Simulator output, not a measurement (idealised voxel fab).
Process module, titled voxel ribs on slabs
Each square cell in cross-section cut measures 5 nm, and the section as a whole is 290 nm wide.
In what follows, cross-sections appear as grids of square cells, described through bands that run from the top down, where every band is one or more rows of cells. The band entry comprises the height of the band's top followed by the height of its bottom, expressed in nm, and subsequently the band's materials from left to right, each stated together with its width in nm. Where a single material is marked with the word "edge to edge", that material fills the band from edge to edge. The word "empty" represents empty space. For the purposes of this specification, 0 denotes the height below which the wafer in its as-received condition is composed wholly of one material, and the lowermost band, lacking a lower limit, extends downward without end, as expressed in "top 0, no bottom". A two-number width, for instance "30->40", indicates that the width is equal to the first number in the top row of the band and to the second number in the bottom row, and that it changes by a constant amount per row of cells. "no alteration" (step): cross-section cells unchanged, all of them. "Closed void list" specifies each empty space that is not open to the top and that occupies no fewer than 8 cells, using the form width x height at distance, the distance measured from the left edge and all three quantities in nm. Past the settings on a step's line: simulator remark, on that step. overlay nm: mask offset rightward from planned place, masked step; negative means leftward offset.
HERE'S WHAT THE PLANNED PROCESS STEPS LOOK LIKE
| 1 | RECEIVE with material Si |
| 2 | DIRECTIONAL_DEP with material SiO2, thk nm 30 |
| 3 | DIRECTIONAL_DEP with material SiN, thk nm 15 |
| 4 | MASKED_ETCH with tone cover, mask id RIB, width nm 25, etch materials SiN, depth nm 10, overlay nm 0 |
| 5 | MASKED_ETCH with tone cover, mask id SLAB, width nm 65, etch materials SiN, depth nm 5, overlay nm 0 |
| 6 | FILL_DEP with material SiO2, thk nm 15 |
| 7 | CMP with height nm 55 |
| 8 | DIRECTIONAL_DEP with material TiN, thk nm 10 |
| 9 | DIRECTIONAL_DEP with material aC, thk nm 10 |
| 10 | PATTERN with tone cover, mask id HEATER, material resist, width nm 35, thk nm 25, overlay nm 0 |
| 11 | DIRECTIONAL_ETCH with etch materials aC, depth nm 10 |
| 12 | STRIP with etch materials resist |
| 13 | DIRECTIONAL_ETCH with etch materials TiN, depth nm 10 |
| 14 | STRIP with etch materials aC |
| 15 | CONFORMAL_DEP with material SiO2, thk nm 5 |
FIRST OF TWO WAFERS: RUN AS PLANNED
AS-RECEIVED STATE OF THE WAFER IN CROSS-SECTION, EQUIVALENT TO POST-STEP 1
* top 0, no bottom | Si edge to edge
* Closed void list: none
AFTER STEP 2
* top 30, bottom 0 | SiO2 edge to edge
* Heights below 0 show no change.
AFTER STEP 3
* top 45, bottom 30 | SiN edge to edge
* Heights below 30 show no change.
AFTER STEP 4
* top 45, bottom 35 | 130 empty, 25 SiN, 135 empty
* Heights below 35 show no change.
AFTER STEP 5
* top 45, bottom 35 | 130 empty, 25 SiN, 135 empty
* top 35, bottom 30 | 110 empty, 65 SiN, 115 empty
* Heights below 30 show no change.
AFTER STEP 6
* top 60, bottom 45 | SiO2 edge to edge
* top 45, bottom 35 | 130 SiO2, 25 SiN, 135 SiO2
* top 35, bottom 30 | 110 SiO2, 65 SiN, 115 SiO2
* Heights below 30 show no change.
AFTER STEP 7
* top 55, bottom 45 | SiO2 edge to edge
* Heights below 45 show no change.
AFTER STEP 8
* top 65, bottom 55 | TiN edge to edge
* Heights below 55 show no change.
AFTER STEP 9
* top 75, bottom 65 | aC edge to edge
* Heights below 65 show no change.
AFTER STEP 10
* top 100, bottom 75 | 125 empty, 35 resist, 130 empty
* Heights below 75 show no change.
AFTER STEP 11
* top 90, bottom 75 | 125 empty, 35 resist, 130 empty
* top 75, bottom 65 | 125 empty, 35 aC, 130 empty
* Heights below 65 show no change.
AFTER STEP 12
* top 75, bottom 65 | 125 empty, 35 aC, 130 empty
* Heights below 65 show no change.
AFTER STEP 13
* top 75, bottom 65 | 125 empty, 35 aC, 130 empty
* top 65, bottom 55 | 125 empty, 35 TiN, 130 empty
* Heights below 55 show no change.
AFTER STEP 14
* top 65, bottom 55 | 125 empty, 35 TiN, 130 empty
* Heights below 55 show no change.
AFTER STEP 15
* top 70, bottom 65 | 120 empty, 45 SiO2, 125 empty
* top 65, bottom 60 | 120 empty, 5 SiO2, 35 TiN, 5 SiO2, 125 empty
* top 60, bottom 55 | 125 SiO2, 35 TiN, 130 SiO2
* Heights below 55 show no change.
THE REMAINING WAFER, SECOND OF THE TWO, STARTED LIKE THE FIRST AND WAS RUN TO THE SAME PLAN, EXCEPT THAT ONE MISTAKE WAS MADE ALONG THE WAY; THE TWO COINCIDE THROUGH STEP 14, INCLUSIVE
The second wafer cut through, at the time step 15 was supposed to be finished: no alteration
Here's what went sideways: it should be noted that step 15 of the plan was omitted and was not performed
The second wafer ends with more or fewer cells of some materials than the first, per final count: -62 SiO2
